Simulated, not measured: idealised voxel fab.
voxel self aligned vias: a process module
For reference, the cross-section in this document is cut, with width 245 nm and square cells of 5 nm.
Cross-section = grid of square cells, listed top down in bands; band = one or more rows. In this notation a band is specified by the heights of its top and bottom, in that order and in nm, after which its materials appear from left to right, each paired with its width in nm. The word "throughout" attached to a single material means that material fills the band from edge to edge; the word "blank" stands for empty space. Height reference: 0 = level under which incoming wafer is all one material. Lowest band: no bottom, runs on downward, e.g. "z 0 and below". The two numbers in a width such as "30 to 40" mark its ends across the band: the first belongs to the top row of cells, the second to the bottom row, and from each row to the next the width moves by the same amount. Take "nothing changed" at face value: in the step it is given for, the cross-section changed in none of its cells. So "Closed void roster" is basically the list of trapped voids: any empty space of 8 cells or more that can't reach the top through an opening. They're written width x height at distance, the distance being from the left edge, and it's all nm. Anything after a step's settings on that line? It's the simulator's own note about the step. On any step carrying a mask, the "overlay nm" setting, if present on the step's line, tells how far right of its planned place the mask lay; negative values point to the left.

[Below is the list of planned process steps]
1) RECEIVE, material Si
2) CONFORMAL_DEP, material SiO2, thk nm 15
3) CONFORMAL_DEP, material SiCN, thk nm 5
4) DIRECTIONAL_DEP, material SiO2, thk nm 25
5) MASKED_ETCH, tone open, mask id LINES, width nm 25, pitch nm 65, etch materials SiO2, depth nm 25, overlay nm 0
6) CONFORMAL_DEP, material TiN, thk nm 5
7) FILL_DEP, material Ru, thk nm 5
8) CMP, height nm 45
9) SELECTIVE_ETCH, etch materials W Ru TiN, depth nm 5
10) FILL_DEP, material SiN, thk nm 5
11) CMP, height nm 45
12) DIRECTIONAL_DEP, material SiO2, thk nm 15
13) DIRECTIONAL_DEP, material aC, thk nm 10
14) PATTERN, tone open, mask id VIAS, material resist, width nm 45, pitch nm 130, thk nm 25, overlay nm 0
15) DIRECTIONAL_ETCH, etch materials aC, depth nm 10
16) STRIP, etch materials resist
17) DIRECTIONAL_ETCH, etch materials SiO2, depth nm 15
18) DIRECTIONAL_ETCH, etch materials SiN, depth nm 5
19) STRIP, etch materials aC
20) CONFORMAL_DEP, material TiN, thk nm 5
21) FILL_DEP, material Ru, thk nm 10
22) CMP, height nm 60
23) CONFORMAL_DEP, material SiN, thk nm 5

[What follows covers the first of two wafers; it ran as planned]

[As-received state of the wafer in cross-section, equivalent to post-step 1]
z 0 and below  Si throughout
Closed void roster: none

[Cross-section of the wafer after step 2]
z 15 to 0  SiO2 throughout
Below 0 it's all the same as before, nothing changed down there.

[Cross-section of the wafer after step 3]
z 20 to 15  SiCN throughout
Below 15 it's all the same as before, nothing changed down there.

[Cross-section of the wafer after step 4]
z 45 to 20  SiO2 throughout
Below 20 it's all the same as before, nothing changed down there.

[Cross-section of the wafer after step 5]
z 45 to 20  SiO2: 45 / blank: 25 / SiO2: 40 / blank: 25 / SiO2: 40 / blank: 25 / SiO2: 45
Below 20 it's all the same as before, nothing changed down there.

[Cross-section of the wafer after step 6]
z 50 to 45  TiN: 50 / blank: 15 / TiN: 50 / blank: 15 / TiN: 50 / blank: 15 / TiN: 50
z 45 to 25  SiO2: 45 / TiN: 5 / blank: 15 / TiN: 5 / SiO2: 40 / TiN: 5 / blank: 15 / TiN: 5 / SiO2: 40 / TiN: 5 / blank: 15 / TiN: 5 / SiO2: 45
z 25 to 20  SiO2: 45 / TiN: 25 / SiO2: 40 / TiN: 25 / SiO2: 40 / TiN: 25 / SiO2: 45
Below 20 it's all the same as before, nothing changed down there.

[Cross-section of the wafer after step 7]
z 55 to 50  Ru throughout
z 50 to 45  TiN: 50 / Ru: 15 / TiN: 50 / Ru: 15 / TiN: 50 / Ru: 15 / TiN: 50
z 45 to 25  SiO2: 45 / TiN: 5 / Ru: 15 / TiN: 5 / SiO2: 40 / TiN: 5 / Ru: 15 / TiN: 5 / SiO2: 40 / TiN: 5 / Ru: 15 / TiN: 5 / SiO2: 45
Below 25 it's all the same as before, nothing changed down there.

[Cross-section of the wafer after step 8]
z 45 to 25  SiO2: 45 / TiN: 5 / Ru: 15 / TiN: 5 / SiO2: 40 / TiN: 5 / Ru: 15 / TiN: 5 / SiO2: 40 / TiN: 5 / Ru: 15 / TiN: 5 / SiO2: 45
Below 25 it's all the same as before, nothing changed down there.

[Cross-section of the wafer after step 9]
z 45 to 40  SiO2: 45 / blank: 25 / SiO2: 40 / blank: 25 / SiO2: 40 / blank: 25 / SiO2: 45
Below 40 it's all the same as before, nothing changed down there.

[Cross-section of the wafer after step 10]
z 50 to 45  SiN throughout
z 45 to 40  SiO2: 45 / SiN: 25 / SiO2: 40 / SiN: 25 / SiO2: 40 / SiN: 25 / SiO2: 45
Below 40 it's all the same as before, nothing changed down there.

[Cross-section of the wafer after step 11]
z 45 to 40  SiO2: 45 / SiN: 25 / SiO2: 40 / SiN: 25 / SiO2: 40 / SiN: 25 / SiO2: 45
Below 40 it's all the same as before, nothing changed down there.

[Cross-section of the wafer after step 12]
z 60 to 45  SiO2 throughout
Below 45 it's all the same as before, nothing changed down there.

[Cross-section of the wafer after step 13]
z 70 to 60  aC throughout
Below 60 it's all the same as before, nothing changed down there.

[Cross-section of the wafer after step 14]
z 95 to 70  resist: 35 / blank: 45 / resist: 85 / blank: 45 / resist: 35
Below 70 it's all the same as before, nothing changed down there.

[Cross-section of the wafer after step 15]
z 85 to 70  resist: 35 / blank: 45 / resist: 85 / blank: 45 / resist: 35
z 70 to 60  aC: 35 / blank: 45 / aC: 85 / blank: 45 / aC: 35
Below 60 it's all the same as before, nothing changed down there.

[Cross-section of the wafer after step 16]
z 70 to 60  aC: 35 / blank: 45 / aC: 85 / blank: 45 / aC: 35
Below 60 it's all the same as before, nothing changed down there.

[Cross-section of the wafer after step 17]
z 70 to 60  aC: 35 / blank: 45 / aC: 85 / blank: 45 / aC: 35
z 60 to 45  SiO2: 35 / blank: 45 / SiO2: 85 / blank: 45 / SiO2: 35
Below 45 it's all the same as before, nothing changed down there.

[Cross-section of the wafer after step 18]
z 70 to 60  aC: 35 / blank: 45 / aC: 85 / blank: 45 / aC: 35
z 60 to 45  SiO2: 35 / blank: 45 / SiO2: 85 / blank: 45 / SiO2: 35
z 45 to 40  SiO2: 45 / blank: 25 / SiO2: 40 / SiN: 25 / SiO2: 40 / blank: 25 / SiO2: 45
Below 40 it's all the same as before, nothing changed down there.

[Cross-section of the wafer after step 19]
z 60 to 45  SiO2: 35 / blank: 45 / SiO2: 85 / blank: 45 / SiO2: 35
Below 45 it's all the same as before, nothing changed down there.

[Cross-section of the wafer after step 20]
z 65 to 60  TiN: 40 / blank: 35 / TiN: 95 / blank: 35 / TiN: 40
z 60 to 50  SiO2: 35 / TiN: 5 / blank: 35 / TiN: 5 / SiO2: 85 / TiN: 5 / blank: 35 / TiN: 5 / SiO2: 35
z 50 to 45  SiO2: 35 / TiN: 15 / blank: 15 / TiN: 15 / SiO2: 85 / TiN: 15 / blank: 15 / TiN: 15 / SiO2: 35
z 45 to 40  SiO2: 45 / TiN: 25 / SiO2: 40 / SiN: 25 / SiO2: 40 / TiN: 25 / SiO2: 45
Below 40 it's all the same as before, nothing changed down there.

[Cross-section of the wafer after step 21]
z 75 to 65  Ru throughout
z 65 to 60  TiN: 40 / Ru: 35 / TiN: 95 / Ru: 35 / TiN: 40
z 60 to 50  SiO2: 35 / TiN: 5 / Ru: 35 / TiN: 5 / SiO2: 85 / TiN: 5 / Ru: 35 / TiN: 5 / SiO2: 35
z 50 to 45  SiO2: 35 / TiN: 15 / Ru: 15 / TiN: 15 / SiO2: 85 / TiN: 15 / Ru: 15 / TiN: 15 / SiO2: 35
Below 45 it's all the same as before, nothing changed down there.

[Cross-section of the wafer after step 22]
z 60 to 50  SiO2: 35 / TiN: 5 / Ru: 35 / TiN: 5 / SiO2: 85 / TiN: 5 / Ru: 35 / TiN: 5 / SiO2: 35
Below 50 it's all the same as before, nothing changed down there.

[Cross-section of the wafer after step 23]
z 65 to 60  SiN throughout
Below 60 it's all the same as before, nothing changed down there.

[Wafer two of two - same starting point, same process plan, one mistake in execution; matches wafer one up to and including step 4]

[Cross-section: second wafer, time at which step 5 was scheduled to end]
z 45 to 20  SiO2: 45 / blank: 30 / SiO2: 35 / blank: 30 / SiO2: 35 / blank: 30 / SiO2: 40
Below 20 it's all the same as before, nothing changed down there.

[Cross-section: second wafer, time at which step 6 was scheduled to end]
z 50 to 45  TiN: 50 / blank: 20 / TiN: 45 / blank: 20 / TiN: 45 / blank: 20 / TiN: 45
z 45 to 25  SiO2: 45 / TiN: 5 / blank: 20 / TiN: 5 / SiO2: 35 / TiN: 5 / blank: 20 / TiN: 5 / SiO2: 35 / TiN: 5 / blank: 20 / TiN: 5 / SiO2: 40
z 25 to 20  SiO2: 45 / TiN: 30 / SiO2: 35 / TiN: 30 / SiO2: 35 / TiN: 30 / SiO2: 40
Below 20 it's all the same as before, nothing changed down there.

[Cross-section: second wafer, time at which step 7 was scheduled to end]
z 55 to 50  Ru throughout
z 50 to 45  TiN: 50 / Ru: 20 / TiN: 45 / Ru: 20 / TiN: 45 / Ru: 20 / TiN: 45
z 45 to 25  SiO2: 45 / TiN: 5 / Ru: 20 / TiN: 5 / SiO2: 35 / TiN: 5 / Ru: 20 / TiN: 5 / SiO2: 35 / TiN: 5 / Ru: 20 / TiN: 5 / SiO2: 40
Below 25 it's all the same as before, nothing changed down there.

[Cross-section: second wafer, time at which step 8 was scheduled to end]
z 45 to 25  SiO2: 45 / TiN: 5 / Ru: 20 / TiN: 5 / SiO2: 35 / TiN: 5 / Ru: 20 / TiN: 5 / SiO2: 35 / TiN: 5 / Ru: 20 / TiN: 5 / SiO2: 40
Below 25 it's all the same as before, nothing changed down there.

[Cross-section: second wafer, time at which step 9 was scheduled to end]
z 45 to 40  SiO2: 45 / blank: 30 / SiO2: 35 / blank: 30 / SiO2: 35 / blank: 30 / SiO2: 40
Below 40 it's all the same as before, nothing changed down there.

[Cross-section: second wafer, time at which step 10 was scheduled to end]
z 50 to 45  SiN throughout
z 45 to 40  SiO2: 45 / SiN: 30 / SiO2: 35 / SiN: 30 / SiO2: 35 / SiN: 30 / SiO2: 40
Below 40 it's all the same as before, nothing changed down there.

[Cross-section: second wafer, time at which step 11 was scheduled to end]
z 45 to 40  SiO2: 45 / SiN: 30 / SiO2: 35 / SiN: 30 / SiO2: 35 / SiN: 30 / SiO2: 40
Below 40 it's all the same as before, nothing changed down there.

[Cross-section: second wafer, time at which step 12 was scheduled to end]
z 60 to 45  SiO2 throughout
Below 45 it's all the same as before, nothing changed down there.

[Cross-section: second wafer, time at which step 13 was scheduled to end]
z 70 to 60  aC throughout
Below 60 it's all the same as before, nothing changed down there.

[Cross-section: second wafer, time at which step 14 was scheduled to end]
z 95 to 70  resist: 35 / blank: 45 / resist: 85 / blank: 45 / resist: 35
Below 70 it's all the same as before, nothing changed down there.

[Cross-section: second wafer, time at which step 15 was scheduled to end]
z 85 to 70  resist: 35 / blank: 45 / resist: 85 / blank: 45 / resist: 35
z 70 to 60  aC: 35 / blank: 45 / aC: 85 / blank: 45 / aC: 35
Below 60 it's all the same as before, nothing changed down there.

[Cross-section: second wafer, time at which step 16 was scheduled to end]
z 70 to 60  aC: 35 / blank: 45 / aC: 85 / blank: 45 / aC: 35
Below 60 it's all the same as before, nothing changed down there.

[Cross-section: second wafer, time at which step 17 was scheduled to end]
z 70 to 60  aC: 35 / blank: 45 / aC: 85 / blank: 45 / aC: 35
z 60 to 45  SiO2: 35 / blank: 45 / SiO2: 85 / blank: 45 / SiO2: 35
Below 45 it's all the same as before, nothing changed down there.

[Cross-section: second wafer, time at which step 18 was scheduled to end]
z 70 to 60  aC: 35 / blank: 45 / aC: 85 / blank: 45 / aC: 35
z 60 to 45  SiO2: 35 / blank: 45 / SiO2: 85 / blank: 45 / SiO2: 35
z 45 to 40  SiO2: 45 / blank: 30 / SiO2: 35 / SiN: 30 / SiO2: 35 / blank: 30 / SiO2: 40
Below 40 it's all the same as before, nothing changed down there.

[Cross-section: second wafer, time at which step 19 was scheduled to end]
z 60 to 45  SiO2: 35 / blank: 45 / SiO2: 85 / blank: 45 / SiO2: 35
Below 45 it's all the same as before, nothing changed down there.

[Cross-section: second wafer, time at which step 20 was scheduled to end]
z 65 to 60  TiN: 40 / blank: 35 / TiN: 95 / blank: 35 / TiN: 40
z 60 to 50  SiO2: 35 / TiN: 5 / blank: 35 / TiN: 5 / SiO2: 85 / TiN: 5 / blank: 35 / TiN: 5 / SiO2: 35
z 50 to 45  SiO2: 35 / TiN: 15 / blank: 20 / TiN: 10 / SiO2: 85 / TiN: 15 / blank: 20 / TiN: 10 / SiO2: 35
z 45 to 40  SiO2: 45 / TiN: 30 / SiO2: 35 / SiN: 30 / SiO2: 35 / TiN: 30 / SiO2: 40
Below 40 it's all the same as before, nothing changed down there.

[Cross-section: second wafer, time at which step 21 was scheduled to end]
z 75 to 65  Ru throughout
z 65 to 60  TiN: 40 / Ru: 35 / TiN: 95 / Ru: 35 / TiN: 40
z 60 to 50  SiO2: 35 / TiN: 5 / Ru: 35 / TiN: 5 / SiO2: 85 / TiN: 5 / Ru: 35 / TiN: 5 / SiO2: 35
z 50 to 45  SiO2: 35 / TiN: 15 / Ru: 20 / TiN: 10 / SiO2: 85 / TiN: 15 / Ru: 20 / TiN: 10 / SiO2: 35
Below 45 it's all the same as before, nothing changed down there.

[Cross-section: second wafer, time at which step 22 was scheduled to end]
z 60 to 50  SiO2: 35 / TiN: 5 / Ru: 35 / TiN: 5 / SiO2: 85 / TiN: 5 / Ru: 35 / TiN: 5 / SiO2: 35
Below 50 it's all the same as before, nothing changed down there.

[Cross-section: second wafer, time at which step 23 was scheduled to end]
z 65 to 60  SiN throughout
Below 60 it's all the same as before, nothing changed down there.
Here's what went sideways: step 5 went in with a setting other than planned; the actual run was MASKED_ETCH, tone open, mask id LINES, width nm 30, pitch nm 65, etch materials SiO2, depth nm 25, overlay nm 0
FYI, end of process, the second wafer has more or fewer cells of some materials than the first: +11 Ru | +1 SiN | -15 SiO2 | +3 TiN
